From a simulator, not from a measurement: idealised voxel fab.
The process module that follows is named voxel double patterning.
Each square cell in cross-section cut measures 5 nm, and the section as a whole is 255 nm wide.
Think of the cross-section as a grid of square cells. We describe it in bands, top to bottom, and each band covers one or more rows of those cells.
Each band's line starts with the height of the band's top and of its bottom, in nm. Then come its materials from left to right, each with its width in nm. One material with "throughout" fills the band from edge to edge. "air" is empty space.
It should be noted that heights are counted from 0, beneath which the wafer as supplied is of one material throughout, and that the lowest band possesses no lower boundary but continues downward, as written in "0 and below".
Think of "30..40" as a width that walks from the first number to the second as you go down the band, top row to bottom row, taking equal-sized steps from row to row.
Given "everything unchanged" for a step, no cell of the cross-section differs between before and after that step.
Heads up: "Closed voids list" only lists the empty pockets with no open path to the top that are 8 cells or more, and it writes them as width x height at distance, distance from the left edge, in nm.
On each step's line, the part that comes after the settings is the simulator's own comment on the step.
Steps that use a mask can have "overlay nm" on their line. It says how far the mask sat to the right of where it was meant to be. Negative means to the left.

-- Planned step list for the process
1,op RECEIVE | material Si
2,op CONFORMAL_DEP | material SiO2 | thk nm 10
3,op DIRECTIONAL_DEP | material polySi | thk nm 15
4,op DIRECTIONAL_DEP | material SiCN | thk nm 5
5,op DIRECTIONAL_DEP | material aC | thk nm 15
6,op PATTERN | tone open | mask id FIRST | material resist | width nm 15 | pitch nm 50 | thk nm 30 | overlay nm 0
7,op DIRECTIONAL_ETCH | etch materials aC | depth nm 15
8,op STRIP | etch materials resist
9,op DIRECTIONAL_ETCH | etch materials SiCN | depth nm 5
10,op STRIP | etch materials aC
11,op MASKED_ETCH | tone open | mask id SECOND | width nm 15 | pitch nm 50 | etch materials SiCN | depth nm 5 | overlay nm 0
12,op DIRECTIONAL_ETCH | etch materials polySi | depth nm 15
13,op STRIP | etch materials SiCN

-- as received, after step 1
* 0 and below  Si throughout
* Closed voids list: none

-- The first of two wafers, cross-sectioned at the end of the module, with the run proceeding as planned
* 25 down to 10  polySi: 70, then air: 15, then polySi: 10, then air: 15, then polySi: 10, then air: 15, then polySi: 10, then air: 15, then polySi: 10, then air: 15, then polySi: 70
* 10 down to 0  SiO2 throughout
* 0 and below  Si throughout
* Closed voids list: none

-- Here's the second of our two wafers sectioned at module end. Same start as the first, same plan, but one mistake got made running it
* 25 down to 10  polySi: 70, then air: 20, then polySi: 5, then air: 15, then polySi: 10, then air: 20, then polySi: 5, then air: 15, then polySi: 10, then air: 20, then polySi: 65
* 10 down to 0  SiO2 throughout
* 0 and below  Si throughout
* Closed voids list: none
Processing error: in deviation from the planned setting, step 6 was conducted as op PATTERN | tone open | mask id FIRST | material resist | width nm 20 | pitch nm 50 | thk nm 30 | overlay nm 0
Per the end-of-run cell counts, the second wafer holds more or fewer of some materials than the first: -9 polySi
